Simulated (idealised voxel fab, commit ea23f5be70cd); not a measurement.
process module | voxel double patterning
cross-section cut | 235 nm wide | cells 5 nm
A cross-section is a grid of square cells, given in bands from the top down. A band is one or more rows of cells.
Each band's line starts with the height of the band's top and of its bottom, in nm. Then come its materials from left to right, each with its width in nm. One material with "throughout" fills the band from edge to edge. "air" is empty space.
Height 0 is the level under which the wafer as received is all one material. The lowest band goes on downwards, as in "0 down".
A width such as "30 to 40" changes by the same amount from each row of cells to the next, from the band's top row to its bottom row.
"no change" after a step means that no cell of the cross-section changed.
closed voids: empty space of 8 cells or more with no open way to the top, each as width x height at its distance from the left edge, in nm
after a step's settings: what the simulator itself notes on the step
overlay nm, on a step with a mask: how far to the right of its planned place the mask lay; to the left if negative
plan
1 op RECEIVE | material Si
2 op CONFORMAL_DEP | material SiO2 | thk nm 10
3 op DIRECTIONAL_DEP | material W | thk nm 15
4 op DIRECTIONAL_DEP | material SiN | thk nm 5
5 op PATTERN | tone open | mask id FIRST | material resist | width nm 15 | pitch nm 50 | thk nm 20 | overlay nm 0
6 op DIRECTIONAL_ETCH | etch materials SiN | depth nm 5
7 op STRIP | etch materials resist
8 op MASKED_ETCH | tone open | mask id SECOND | width nm 15 | etch materials SiN | depth nm 5 | overlay nm 0
9 op DIRECTIONAL_ETCH | etch materials W | depth nm 15
10 op STRIP | etch materials SiN
first wafer, as planned
as received, after step 1
  0 down: Si throughout
  closed voids: none
after step 2
  10 to 0: SiO2 throughout
  below 0: unchanged
after step 3
  25 to 10: W throughout
  below 10: unchanged
after step 4
  30 to 25: SiN throughout
  below 25: unchanged
after step 5
  50 to 30: resist 85 | air 15 | resist 35 | air 15 | resist 85
  below 30: unchanged
after step 6
  50 to 30: resist 85 | air 15 | resist 35 | air 15 | resist 85
  30 to 25: SiN 85 | air 15 | SiN 35 | air 15 | SiN 85
  below 25: unchanged
after step 7
  30 to 25: SiN 85 | air 15 | SiN 35 | air 15 | SiN 85
  below 25: unchanged
after step 8
  30 to 25: SiN 85 | air 15 | SiN 10 | air 15 | SiN 10 | air 15 | SiN 85
  below 25: unchanged
after step 9
  30 to 25: SiN 85 | air 15 | SiN 10 | air 15 | SiN 10 | air 15 | SiN 85
  25 to 10: W 85 | air 15 | W 10 | air 15 | W 10 | air 15 | W 85
  below 10: unchanged
after step 10
  25 to 10: W 85 | air 15 | W 10 | air 15 | W 10 | air 15 | W 85
  below 10: unchanged
second wafer: like start, like plan, one mistake. Through step 4 it matches the first wafer
when step 5 should have ended
  50 to 30: resist 80 | air 15 | resist 35 | air 15 | resist 90
  below 30: unchanged
when step 6 should have ended
  50 to 30: resist 80 | air 15 | resist 35 | air 15 | resist 90
  30 to 25: SiN 80 | air 15 | SiN 35 | air 15 | SiN 90
  below 25: unchanged
when step 7 should have ended
  30 to 25: SiN 80 | air 15 | SiN 35 | air 15 | SiN 90
  below 25: unchanged
when step 8 should have ended
  30 to 25: SiN 80 | air 15 | SiN 15 | air 15 | SiN 5 | air 15 | SiN 90
  below 25: unchanged
when step 9 should have ended
  30 to 25: SiN 80 | air 15 | SiN 15 | air 15 | SiN 5 | air 15 | SiN 90
  25 to 10: W 80 | air 15 | W 15 | air 15 | W 5 | air 15 | W 90
  below 10: unchanged
when step 10 should have ended
  25 to 10: W 80 | air 15 | W 15 | air 15 | W 5 | air 15 | W 90
  below 10: unchanged
what went wrong: step 5 ran as: op PATTERN | tone open | mask id FIRST | material resist | width nm 15 | pitch nm 50 | thk nm 20 | overlay nm -5
at the end the second wafer has, in cells: as many of each material as the first, in other places
